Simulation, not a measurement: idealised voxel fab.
You're looking at the process module voxel tone inversion.
Pictured: cross-section cut, 290 nm wide, on a grid of 5 nm square cells.
Bands, listed from the top down, are how a cross-section gets written in this document; the cross-section itself is a grid of square cells, and a band is one or more rows of them.
It is stipulated that each band's entry specify, in nanometres, the height of the top of the band and then that of its bottom, followed by the materials of the band in left-to-right sequence, each together with its width in nanometres. A single material marked by the word "all across" is understood to fill the band from edge to edge; the word "empty" is understood to denote empty space.
The reference from which all heights are counted is 0, the level beneath which the as-received wafer is entirely one material; the lowest band, having no lower bound, proceeds downward and is written after the example "0 -> down".
The notation "30->40" denotes a width that varies across the rows of cells in the band, beginning at the first number in the top row, finishing at the second number in the bottom row, and changing by an identical amount from each row to the next.
Any step labelled "no change occurred" changed none of the cells in the cross-section.
Each empty space that has no open way to the top and spans at least 8 cells appears under "Enclosed void entries" as width x height at distance, the distance counted from the left edge, all in nm.
Post-settings text on a step line: simulator's own remark regarding the step.
overlay nm: right-of-plan distance of the mask on a masked step; negative values mean left-of-plan.

The following list gives the planned process steps:
1. RECEIVE: material Si
2. CONFORMAL_DEP: material SiCN, thk nm 5
3. DIRECTIONAL_DEP: material aC, thk nm 15
4. PATTERN: tone cover, mask id POSTS, material resist, width nm 15, pitch nm 45, thk nm 20, overlay nm 0
5. DIRECTIONAL_ETCH: etch materials aC, depth nm 15
6. STRIP: etch materials resist
7. FILL_DEP: material SiO2, thk nm 10
8. CMP: height nm 20
9. STRIP: etch materials aC

Incoming wafer, cross-sectional view, post step 1:
- 0 -> down: Si all across
- Enclosed void entries: none

Module complete - cross-section of the first of two wafers, run according to plan:
- 20 -> 5: SiO2: 115 / empty: 15 / SiO2: 30 / empty: 15 / SiO2: 115
- 5 -> 0: SiCN all across
- 0 -> down: Si all across
- Enclosed void entries: none

Wafer two, end of module, cross-section. Same start, same plan as wafer one. One mistake in the run:
- 20 -> 15: SiO2 all across
- 15 -> 0: SiO2: 115 / aC: 15 / SiO2: 30 / aC: 15 / SiO2: 115
- 0 -> down: Si all across
- Enclosed void entries: none
What was done differently from what was planned? step 2 of the plan did not run at all; it was left out
Bottom line after processing is that, in cells, the second wafer is up or down on some materials versus the first: -58 SiCN | +58 SiO2 | +18 aC
